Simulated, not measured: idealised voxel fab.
process module | voxel capacitor over wiring
Cross-sectional view cut (width: 170 nm; square cell size: 5 nm).
A cross-section is a grid of square cells, given in bands from the top down. A band is one or more rows of cells.
Read a band's entry like this: the first values are the height of its top and the height of its bottom in nm, and what follows is the sequence of materials from left to right, each with its width in nm. Note that "air" is empty space, and that a single material marked "everywhere" reaches across the band from edge to edge.
Counting heights begins at 0, where everything beneath is, in the wafer as received, one material. The lowest band has no bottom; it goes on downwards, as "0 -> down" shows.
The expression "30->40" gives the width at the extremes of the band, the first number at its top row of cells and the second at its bottom row, with the width changing by equal amounts from each row to the next in between.
Step marked "identical to before"? Then no cell in the cross-section changed in it.
"Completely sealed voids" specifies each empty space that is not open to the top and that occupies no fewer than 8 cells, using the form width x height at distance, the distance measured from the left edge and all three quantities in nm.
Where a step's line continues beyond its settings, the continuation is a remark by the simulator itself on that step.
Each step line may optionally specify "overlay nm", which for a step with a mask gives the rightward distance between the mask's planned place and where it lay, a negative value indicating the leftward direction.
# The planned process steps are enumerated hereunder
| 1 | RECEIVE, material Si |
| 2 | CONFORMAL_DEP, material SiO2, thk nm 10 |
| 3 | CONFORMAL_DEP, material SiN, thk nm 5 |
| 4 | DIRECTIONAL_DEP, material SiO2, thk nm 15 |
| 5 | PATTERN, tone open, mask id METAL_1, material resist, width nm 30, pitch nm 95, thk nm 15, overlay nm 0 |
| 6 | DIRECTIONAL_ETCH, etch materials SiO2, depth nm 15 |
| 7 | DIRECTIONAL_ETCH, etch materials SiN, depth nm 5 |
| 8 | STRIP, etch materials resist |
| 9 | CONFORMAL_DEP, material TiN, thk nm 5 |
| 10 | FILL_DEP, material Cu, thk nm 5 |
| 11 | CMP, height nm 30 |
| 12 | CONFORMAL_DEP, material SiCN, thk nm 5 |
| 13 | DIRECTIONAL_DEP, material SiO2, thk nm 10 |
| 14 | DIRECTIONAL_DEP, material aC, thk nm 10 |
| 15 | PATTERN, tone open, mask id PLUG_1, material resist, width nm 15, thk nm 25, overlay nm 0 |
| 16 | DIRECTIONAL_ETCH, etch materials aC, depth nm 10 |
| 17 | STRIP, etch materials resist |
| 18 | DIRECTIONAL_ETCH, etch materials SiO2, depth nm 10 |
| 19 | DIRECTIONAL_ETCH, etch materials SiCN, depth nm 5 |
| 20 | STRIP, etch materials aC |
| 21 | CONFORMAL_DEP, material TiN, thk nm 5 |
| 22 | FILL_DEP, material Ru, thk nm 5 |
| 23 | CMP, height nm 45 |
| 24 | DIRECTIONAL_DEP, material TiN, thk nm 10 |
| 25 | DIRECTIONAL_DEP, material HfO2, thk nm 5 |
| 26 | DIRECTIONAL_DEP, material TiN, thk nm 10 |
| 27 | MASKED_ETCH, tone cover, mask id UPPER_PLATE, width nm 70, etch materials TiN, depth nm 10, overlay nm 0 |
| 28 | MASKED_ETCH, tone cover, mask id UPPER_PLATE, width nm 70, etch materials HfO2, depth nm 5, overlay nm 0 |
| 29 | DIRECTIONAL_DEP, material aC, thk nm 15 |
| 30 | PATTERN, tone cover, mask id LOWER_PLATE, material resist, width nm 80, thk nm 30, overlay nm 0 |
| 31 | DIRECTIONAL_ETCH, etch materials aC, depth nm 15 |
| 32 | STRIP, etch materials resist |
| 33 | DIRECTIONAL_ETCH, etch materials TiN, depth nm 10 |
| 34 | STRIP, etch materials aC |
| 35 | FILL_DEP, material SiO2, thk nm 15 |
| 36 | CMP, height nm 80 |
| 37 | PATTERN, tone open, mask id PLUG_2, material resist, width nm 15, thk nm 15, overlay nm 0 |
| 38 | DIRECTIONAL_ETCH, etch materials SiO2, depth nm 10 |
| 39 | STRIP, etch materials resist |
| 40 | CONFORMAL_DEP, material TiN, thk nm 5 |
| 41 | FILL_DEP, material Ru, thk nm 10 |
| 42 | CMP, height nm 80 |
| 43 | CONFORMAL_DEP, material SiCN, thk nm 5 |
# As-received wafer cross-section (after step 1)
  0 -> down: Si everywhere
  Completely sealed voids: none
# Cross-sectional image of the first of two wafers at the end of the module, the run having proceeded as planned
  85 -> 80: SiCN everywhere
  80 -> 75: SiO2=45; TiN=5; Ru=5; TiN=5; SiO2=110
  75 -> 70: SiO2=45; TiN=15; SiO2=110
  70 -> 60: SiO2=35; TiN=70; SiO2=65
  60 -> 55: SiO2=35; HfO2=70; SiO2=65
  55 -> 45: SiO2=30; TiN=80; SiO2=60
  45 -> 35: SiO2=35; TiN=5; Ru=5; TiN=5; SiO2=120
  35 -> 30: SiCN=35; TiN=15; SiCN=120
  30 -> 15: SiO2=20; TiN=5; Cu=20; TiN=5; SiO2=65; TiN=5; Cu=20; TiN=5; SiO2=25
  15 -> 10: SiN=20; TiN=30; SiN=65; TiN=30; SiN=25
  10 -> 0: SiO2 everywhere
  0 -> down: Si everywhere
  Completely sealed voids: none
# Wafer two (of two), end-of-module cross-section: start = wafer one, plan = wafer one, one run mistake
  85 -> 80: SiCN everywhere
  80 -> 75: SiO2=45; TiN=5; Ru=5; TiN=5; SiO2=110
  75 -> 70: SiO2=45; TiN=15; SiO2=110
  70 -> 60: SiO2=35; TiN=70; SiO2=65
  60 -> 55: SiO2=35; HfO2=70; SiO2=65
  55 -> 45: SiO2=30; TiN=80; SiO2=60
  45 -> 35: SiO2=35; TiN=5; Ru=5; TiN=5; SiO2=120
  35 -> 30: SiCN=35; TiN=15; SiCN=120
  30 -> 25: SiN=20; TiN=30; SiN=65; TiN=30; SiN=25
  25 -> 0: SiO2 everywhere
  0 -> down: Si everywhere
  Completely sealed voids: none
Finding, execution versus plan: the processing plan was not followed for steps 3 and 4, which were run with their positions exchanged
It is noted that, at the conclusion of processing, the second wafer exhibits a higher or lower cell count for certain materials relative to the first: 24 fewer of Cu; 36 more of SiO2; 12 fewer of TiN
